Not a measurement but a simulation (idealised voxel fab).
voxel wiring stack: a process module
The figure presents cross-section cut, which has a width of 155 nm and is divided into square cells with an edge length of 5 nm.
A cross-section is written here as square cells arranged in a grid, and it is given in bands from the top down, each band taking up one or more rows of cells. Look at the band entry: it leads with the top's height and the bottom's height in nm. Then it lists the materials left to right, with a width in nm for each. The word "throughout" on a single material says that material fills the band edge to edge. The word "empty" is empty space. Where do heights start? At 0: under that level the wafer as delivered is made of one material only. And the lowest band has no floor; it just carries on downward, as in "0 -> down". Quick explanation for "30->40": the width changes in equal steps down the rows of cells, from the first number in the band's top row to the second number in its bottom row. "changes: none" means the step left every cell of the cross-section as it was. "Enclosed internal voids": sealed empty spaces, 8 cells or more, no open way to top, listed width x height at distance, with distance from the left edge and width, height and distance in nm. Read whatever lies past the settings on a step's line as the simulator's own remark about the step. overlay nm: where the mask lay relative to plan, measured to the right, on steps with a mask; negatives go left.

SO HERE'S THE LINEUP OF PROCESS STEPS WE PLANNED
1. RECEIVE, material Si
2. CONFORMAL_DEP, material SiO2, thk nm 15
3. DIRECTIONAL_DEP, material TiN, thk nm 5
4. DIRECTIONAL_DEP, material W, thk nm 20
5. PATTERN, tone cover, mask id METAL_1, material resist, width nm 20, pitch nm 50, thk nm 20, overlay nm 0
6. DIRECTIONAL_ETCH, etch materials W, depth nm 20
7. DIRECTIONAL_ETCH, etch materials TiN, depth nm 5
8. STRIP, etch materials resist
9. CONFORMAL_DEP, material SiCN, thk nm 5
10. FILL_DEP, material lowk, thk nm 10
11. CMP, height nm 40
12. CONFORMAL_DEP, material SiCN, thk nm 5
13. DIRECTIONAL_DEP, material SiO2, thk nm 35
14. DIRECTIONAL_DEP, material aC, thk nm 10
15. PATTERN, tone open, mask id METAL_2, material resist, width nm 20, pitch nm 50, thk nm 25, overlay nm 0
16. DIRECTIONAL_ETCH, etch materials aC, depth nm 10
17. STRIP, etch materials resist
18. DIRECTIONAL_ETCH, etch materials SiO2, depth nm 20
19. STRIP, etch materials aC
20. PATTERN, tone open, mask id METAL_2_HOLES, material resist, width nm 15, thk nm 20, overlay nm 0
21. DIRECTIONAL_ETCH, etch materials SiO2, depth nm 15
22. DIRECTIONAL_ETCH, etch materials SiCN, depth nm 5
23. STRIP, etch materials resist
24. CONFORMAL_DEP, material TiN, thk nm 5
25. FILL_DEP, material Cu, thk nm 10
26. CMP, height nm 80
27. CONFORMAL_DEP, material SiN, thk nm 5

FIRST OF TWO WAFERS, PROCESSED ACCORDING TO PLAN

THE CROSS-SECTION HERE SHOWS THE WAFER AS RECEIVED, I.E. IN ITS STATE AFTER STEP 1
- 0 -> down  Si throughout
- Enclosed internal voids: none

CROSS-SECTIONAL REPRESENTATION OF THE WAFER AT THE CONCLUSION OF STEP 2
- 15 -> 0  SiO2 throughout
- Note: structure below 0 unchanged.

CROSS-SECTIONAL REPRESENTATION OF THE WAFER AT THE CONCLUSION OF STEP 3
- 20 -> 15  TiN throughout
- Note: structure below 15 unchanged.

CROSS-SECTIONAL REPRESENTATION OF THE WAFER AT THE CONCLUSION OF STEP 4
- 40 -> 20  W throughout
- Note: structure below 20 unchanged.

CROSS-SECTIONAL REPRESENTATION OF THE WAFER AT THE CONCLUSION OF STEP 5
- 60 -> 40  empty (40)  resist (20)  empty (30)  resist (20)  empty (45)
- Note: structure below 40 unchanged.

CROSS-SECTIONAL REPRESENTATION OF THE WAFER AT THE CONCLUSION OF STEP 6
- 60 -> 40  empty (40)  resist (20)  empty (30)  resist (20)  empty (45)
- 40 -> 20  empty (40)  W (20)  empty (30)  W (20)  empty (45)
- Note: structure below 20 unchanged.

CROSS-SECTIONAL REPRESENTATION OF THE WAFER AT THE CONCLUSION OF STEP 7
- 60 -> 40  empty (40)  resist (20)  empty (30)  resist (20)  empty (45)
- 40 -> 20  empty (40)  W (20)  empty (30)  W (20)  empty (45)
- 20 -> 15  empty (40)  TiN (20)  empty (30)  TiN (20)  empty (45)
- Note: structure below 15 unchanged.

CROSS-SECTIONAL REPRESENTATION OF THE WAFER AT THE CONCLUSION OF STEP 8
- 40 -> 20  empty (40)  W (20)  empty (30)  W (20)  empty (45)
- Note: structure below 20 unchanged.

CROSS-SECTIONAL REPRESENTATION OF THE WAFER AT THE CONCLUSION OF STEP 9
- 45 -> 40  empty (35)  SiCN (30)  empty (20)  SiCN (30)  empty (40)
- 40 -> 20  empty (35)  SiCN (5)  W (20)  SiCN (5)  empty (20)  SiCN (5)  W (20)  SiCN (5)  empty (40)
- 20 -> 15  SiCN (40)  TiN (20)  SiCN (30)  TiN (20)  SiCN (45)
- Note: structure below 15 unchanged.

CROSS-SECTIONAL REPRESENTATION OF THE WAFER AT THE CONCLUSION OF STEP 10
- 55 -> 45  lowk throughout
- 45 -> 40  lowk (35)  SiCN (30)  lowk (20)  SiCN (30)  lowk (40)
- 40 -> 20  lowk (35)  SiCN (5)  W (20)  SiCN (5)  lowk (20)  SiCN (5)  W (20)  SiCN (5)  lowk (40)
- Note: structure below 20 unchanged.

CROSS-SECTIONAL REPRESENTATION OF THE WAFER AT THE CONCLUSION OF STEP 11
- 40 -> 20  lowk (35)  SiCN (5)  W (20)  SiCN (5)  lowk (20)  SiCN (5)  W (20)  SiCN (5)  lowk (40)
- Note: structure below 20 unchanged.

CROSS-SECTIONAL REPRESENTATION OF THE WAFER AT THE CONCLUSION OF STEP 12
- 45 -> 40  SiCN throughout
- Note: structure below 40 unchanged.

CROSS-SECTIONAL REPRESENTATION OF THE WAFER AT THE CONCLUSION OF STEP 13
- 80 -> 45  SiO2 throughout
- Note: structure below 45 unchanged.

CROSS-SECTIONAL REPRESENTATION OF THE WAFER AT THE CONCLUSION OF STEP 14
- 90 -> 80  aC throughout
- Note: structure below 80 unchanged.

CROSS-SECTIONAL REPRESENTATION OF THE WAFER AT THE CONCLUSION OF STEP 15
- 115 -> 90  resist (40)  empty (20)  resist (30)  empty (20)  resist (45)
- Note: structure below 90 unchanged.

CROSS-SECTIONAL REPRESENTATION OF THE WAFER AT THE CONCLUSION OF STEP 16
- 105 -> 90  resist (40)  empty (20)  resist (30)  empty (20)  resist (45)
- 90 -> 80  aC (40)  empty (20)  aC (30)  empty (20)  aC (45)
- Note: structure below 80 unchanged.

CROSS-SECTIONAL REPRESENTATION OF THE WAFER AT THE CONCLUSION OF STEP 17
- 90 -> 80  aC (40)  empty (20)  aC (30)  empty (20)  aC (45)
- Note: structure below 80 unchanged.

CROSS-SECTIONAL REPRESENTATION OF THE WAFER AT THE CONCLUSION OF STEP 18
- 90 -> 80  aC (40)  empty (20)  aC (30)  empty (20)  aC (45)
- 80 -> 60  SiO2 (40)  empty (20)  SiO2 (30)  empty (20)  SiO2 (45)
- Note: structure below 60 unchanged.

CROSS-SECTIONAL REPRESENTATION OF THE WAFER AT THE CONCLUSION OF STEP 19
- 80 -> 60  SiO2 (40)  empty (20)  SiO2 (30)  empty (20)  SiO2 (45)
- Note: structure below 60 unchanged.

CROSS-SECTIONAL REPRESENTATION OF THE WAFER AT THE CONCLUSION OF STEP 20
- 100 -> 80  resist (40)  empty (15)  resist (100)
- 80 -> 60  SiO2 (40)  empty (15)  resist (5)  SiO2 (30)  resist (20)  SiO2 (45)
- Note: structure below 60 unchanged.

CROSS-SECTIONAL REPRESENTATION OF THE WAFER AT THE CONCLUSION OF STEP 21
- 100 -> 80  resist (40)  empty (15)  resist (100)
- 80 -> 60  SiO2 (40)  empty (15)  resist (5)  SiO2 (30)  resist (20)  SiO2 (45)
- 60 -> 45  SiO2 (40)  empty (15)  SiO2 (100)
- Note: structure below 45 unchanged.

CROSS-SECTIONAL REPRESENTATION OF THE WAFER AT THE CONCLUSION OF STEP 22
- 100 -> 80  resist (40)  empty (15)  resist (100)
- 80 -> 60  SiO2 (40)  empty (15)  resist (5)  SiO2 (30)  resist (20)  SiO2 (45)
- 60 -> 45  SiO2 (40)  empty (15)  SiO2 (100)
- 45 -> 40  SiCN (40)  empty (15)  SiCN (100)
- Note: structure below 40 unchanged.

CROSS-SECTIONAL REPRESENTATION OF THE WAFER AT THE CONCLUSION OF STEP 23
- 80 -> 60  SiO2 (40)  empty (20)  SiO2 (30)  empty (20)  SiO2 (45)
- Note: structure below 60 unchanged.

CROSS-SECTIONAL REPRESENTATION OF THE WAFER AT THE CONCLUSION OF STEP 24
- 85 -> 80  TiN (45)  empty (10)  TiN (40)  empty (10)  TiN (50)
- 80 -> 65  SiO2 (40)  TiN (5)  empty (10)  TiN (5)  SiO2 (30)  TiN (5)  empty (10)  TiN (5)  SiO2 (45)
- 65 -> 60  SiO2 (40)  TiN (5)  empty (5)  TiN (10)  SiO2 (30)  TiN (20)  SiO2 (45)
- 60 -> 45  SiO2 (40)  TiN (5)  empty (5)  TiN (5)  SiO2 (100)
- 45 -> 40  SiCN (40)  TiN (15)  SiCN (100)
- Note: structure below 40 unchanged.

CROSS-SECTIONAL REPRESENTATION OF THE WAFER AT THE CONCLUSION OF STEP 25
- 95 -> 85  Cu throughout
- 85 -> 80  TiN (45)  Cu (10)  TiN (40)  Cu (10)  TiN (50)
- 80 -> 65  SiO2 (40)  TiN (5)  Cu (10)  TiN (5)  SiO2 (30)  TiN (5)  Cu (10)  TiN (5)  SiO2 (45)
- 65 -> 60  SiO2 (40)  TiN (5)  Cu (5)  TiN (10)  SiO2 (30)  TiN (20)  SiO2 (45)
- 60 -> 45  SiO2 (40)  TiN (5)  Cu (5)  TiN (5)  SiO2 (100)
- Note: structure below 45 unchanged.

CROSS-SECTIONAL REPRESENTATION OF THE WAFER AT THE CONCLUSION OF STEP 26
- 80 -> 65  SiO2 (40)  TiN (5)  Cu (10)  TiN (5)  SiO2 (30)  TiN (5)  Cu (10)  TiN (5)  SiO2 (45)
- Note: structure below 65 unchanged.

CROSS-SECTIONAL REPRESENTATION OF THE WAFER AT THE CONCLUSION OF STEP 27
- 85 -> 80  SiN throughout
- Note: structure below 80 unchanged.

THE SECOND WAFER BEGAN EXACTLY AS THE FIRST DID AND FOLLOWED THE SAME PLAN, BUT ONE MISTAKE WAS MADE WHILE RUNNING IT; THROUGH STEP 4 INCLUSIVE, THE TWO WAFERS ARE IDENTICAL

CROSS-SECTIONAL VIEW OF THE SECOND WAFER AT THE INTENDED END TIME OF PROCESS STEP 5
- 60 -> 40  empty (45)  resist (15)  empty (35)  resist (15)  empty (45)
- Note: structure below 40 unchanged.

CROSS-SECTIONAL VIEW OF THE SECOND WAFER AT THE INTENDED END TIME OF PROCESS STEP 6
- 60 -> 40  empty (45)  resist (15)  empty (35)  resist (15)  empty (45)
- 40 -> 20  empty (45)  W (15)  empty (35)  W (15)  empty (45)
- Note: structure below 20 unchanged.

CROSS-SECTIONAL VIEW OF THE SECOND WAFER AT THE INTENDED END TIME OF PROCESS STEP 7
- 60 -> 40  empty (45)  resist (15)  empty (35)  resist (15)  empty (45)
- 40 -> 20  empty (45)  W (15)  empty (35)  W (15)  empty (45)
- 20 -> 15  empty (45)  TiN (15)  empty (35)  TiN (15)  empty (45)
- Note: structure below 15 unchanged.

CROSS-SECTIONAL VIEW OF THE SECOND WAFER AT THE INTENDED END TIME OF PROCESS STEP 8
- 40 -> 20  empty (45)  W (15)  empty (35)  W (15)  empty (45)
- Note: structure below 20 unchanged.

CROSS-SECTIONAL VIEW OF THE SECOND WAFER AT THE INTENDED END TIME OF PROCESS STEP 9
- 45 -> 40  empty (40)  SiCN (25)  empty (25)  SiCN (25)  empty (40)
- 40 -> 20  empty (40)  SiCN (5)  W (15)  SiCN (5)  empty (25)  SiCN (5)  W (15)  SiCN (5)  empty (40)
- 20 -> 15  SiCN (45)  TiN (15)  SiCN (35)  TiN (15)  SiCN (45)
- Note: structure below 15 unchanged.

CROSS-SECTIONAL VIEW OF THE SECOND WAFER AT THE INTENDED END TIME OF PROCESS STEP 10
- 55 -> 45  lowk throughout
- 45 -> 40  lowk (40)  SiCN (25)  lowk (25)  SiCN (25)  lowk (40)
- 40 -> 20  lowk (40)  SiCN (5)  W (15)  SiCN (5)  lowk (25)  SiCN (5)  W (15)  SiCN (5)  lowk (40)
- Note: structure below 20 unchanged.

CROSS-SECTIONAL VIEW OF THE SECOND WAFER AT THE INTENDED END TIME OF PROCESS STEP 11
- 40 -> 20  lowk (40)  SiCN (5)  W (15)  SiCN (5)  lowk (25)  SiCN (5)  W (15)  SiCN (5)  lowk (40)
- Note: structure below 20 unchanged.

CROSS-SECTIONAL VIEW OF THE SECOND WAFER AT THE INTENDED END TIME OF PROCESS STEP 12
- 45 -> 40  SiCN throughout
- Note: structure below 40 unchanged.

CROSS-SECTIONAL VIEW OF THE SECOND WAFER AT THE INTENDED END TIME OF PROCESS STEP 13
- 80 -> 45  SiO2 throughout
- Note: structure below 45 unchanged.

CROSS-SECTIONAL VIEW OF THE SECOND WAFER AT THE INTENDED END TIME OF PROCESS STEP 14
- 90 -> 80  aC throughout
- Note: structure below 80 unchanged.

CROSS-SECTIONAL VIEW OF THE SECOND WAFER AT THE INTENDED END TIME OF PROCESS STEP 15
- 115 -> 90  resist (40)  empty (20)  resist (30)  empty (20)  resist (45)
- Note: structure below 90 unchanged.

CROSS-SECTIONAL VIEW OF THE SECOND WAFER AT THE INTENDED END TIME OF PROCESS STEP 16
- 105 -> 90  resist (40)  empty (20)  resist (30)  empty (20)  resist (45)
- 90 -> 80  aC (40)  empty (20)  aC (30)  empty (20)  aC (45)
- Note: structure below 80 unchanged.

CROSS-SECTIONAL VIEW OF THE SECOND WAFER AT THE INTENDED END TIME OF PROCESS STEP 17
- 90 -> 80  aC (40)  empty (20)  aC (30)  empty (20)  aC (45)
- Note: structure below 80 unchanged.

CROSS-SECTIONAL VIEW OF THE SECOND WAFER AT THE INTENDED END TIME OF PROCESS STEP 18
- 90 -> 80  aC (40)  empty (20)  aC (30)  empty (20)  aC (45)
- 80 -> 60  SiO2 (40)  empty (20)  SiO2 (30)  empty (20)  SiO2 (45)
- Note: structure below 60 unchanged.

CROSS-SECTIONAL VIEW OF THE SECOND WAFER AT THE INTENDED END TIME OF PROCESS STEP 19
- 80 -> 60  SiO2 (40)  empty (20)  SiO2 (30)  empty (20)  SiO2 (45)
- Note: structure below 60 unchanged.

CROSS-SECTIONAL VIEW OF THE SECOND WAFER AT THE INTENDED END TIME OF PROCESS STEP 20
- 100 -> 80  resist (40)  empty (15)  resist (100)
- 80 -> 60  SiO2 (40)  empty (15)  resist (5)  SiO2 (30)  resist (20)  SiO2 (45)
- Note: structure below 60 unchanged.

CROSS-SECTIONAL VIEW OF THE SECOND WAFER AT THE INTENDED END TIME OF PROCESS STEP 21
- 100 -> 80  resist (40)  empty (15)  resist (100)
- 80 -> 60  SiO2 (40)  empty (15)  resist (5)  SiO2 (30)  resist (20)  SiO2 (45)
- 60 -> 45  SiO2 (40)  empty (15)  SiO2 (100)
- Note: structure below 45 unchanged.

CROSS-SECTIONAL VIEW OF THE SECOND WAFER AT THE INTENDED END TIME OF PROCESS STEP 22
- 100 -> 80  resist (40)  empty (15)  resist (100)
- 80 -> 60  SiO2 (40)  empty (15)  resist (5)  SiO2 (30)  resist (20)  SiO2 (45)
- 60 -> 45  SiO2 (40)  empty (15)  SiO2 (100)
- 45 -> 40  SiCN (40)  empty (15)  SiCN (100)
- Note: structure below 40 unchanged.

CROSS-SECTIONAL VIEW OF THE SECOND WAFER AT THE INTENDED END TIME OF PROCESS STEP 23
- 80 -> 60  SiO2 (40)  empty (20)  SiO2 (30)  empty (20)  SiO2 (45)
- Note: structure below 60 unchanged.

CROSS-SECTIONAL VIEW OF THE SECOND WAFER AT THE INTENDED END TIME OF PROCESS STEP 24
- 85 -> 80  TiN (45)  empty (10)  TiN (40)  empty (10)  TiN (50)
- 80 -> 65  SiO2 (40)  TiN (5)  empty (10)  TiN (5)  SiO2 (30)  TiN (5)  empty (10)  TiN (5)  SiO2 (45)
- 65 -> 60  SiO2 (40)  TiN (5)  empty (5)  TiN (10)  SiO2 (30)  TiN (20)  SiO2 (45)
- 60 -> 45  SiO2 (40)  TiN (5)  empty (5)  TiN (5)  SiO2 (100)
- 45 -> 40  SiCN (40)  TiN (15)  SiCN (100)
- Note: structure below 40 unchanged.

CROSS-SECTIONAL VIEW OF THE SECOND WAFER AT THE INTENDED END TIME OF PROCESS STEP 25
- 95 -> 85  Cu throughout
- 85 -> 80  TiN (45)  Cu (10)  TiN (40)  Cu (10)  TiN (50)
- 80 -> 65  SiO2 (40)  TiN (5)  Cu (10)  TiN (5)  SiO2 (30)  TiN (5)  Cu (10)  TiN (5)  SiO2 (45)
- 65 -> 60  SiO2 (40)  TiN (5)  Cu (5)  TiN (10)  SiO2 (30)  TiN (20)  SiO2 (45)
- 60 -> 45  SiO2 (40)  TiN (5)  Cu (5)  TiN (5)  SiO2 (100)
- Note: structure below 45 unchanged.

CROSS-SECTIONAL VIEW OF THE SECOND WAFER AT THE INTENDED END TIME OF PROCESS STEP 26
- 80 -> 65  SiO2 (40)  TiN (5)  Cu (10)  TiN (5)  SiO2 (30)  TiN (5)  Cu (10)  TiN (5)  SiO2 (45)
- Note: structure below 65 unchanged.

CROSS-SECTIONAL VIEW OF THE SECOND WAFER AT THE INTENDED END TIME OF PROCESS STEP 27
- 85 -> 80  SiN throughout
- Note: structure below 80 unchanged.
Diagnosis: not per plan at step 5, really ran PATTERN, tone cover, mask id METAL_1, material resist, width nm 15, pitch nm 50, thk nm 20, overlay nm 0
End check, counted in cells, second wafer has more or fewer of these materials than the first: SiCN +2; TiN -2; W -8; lowk +8
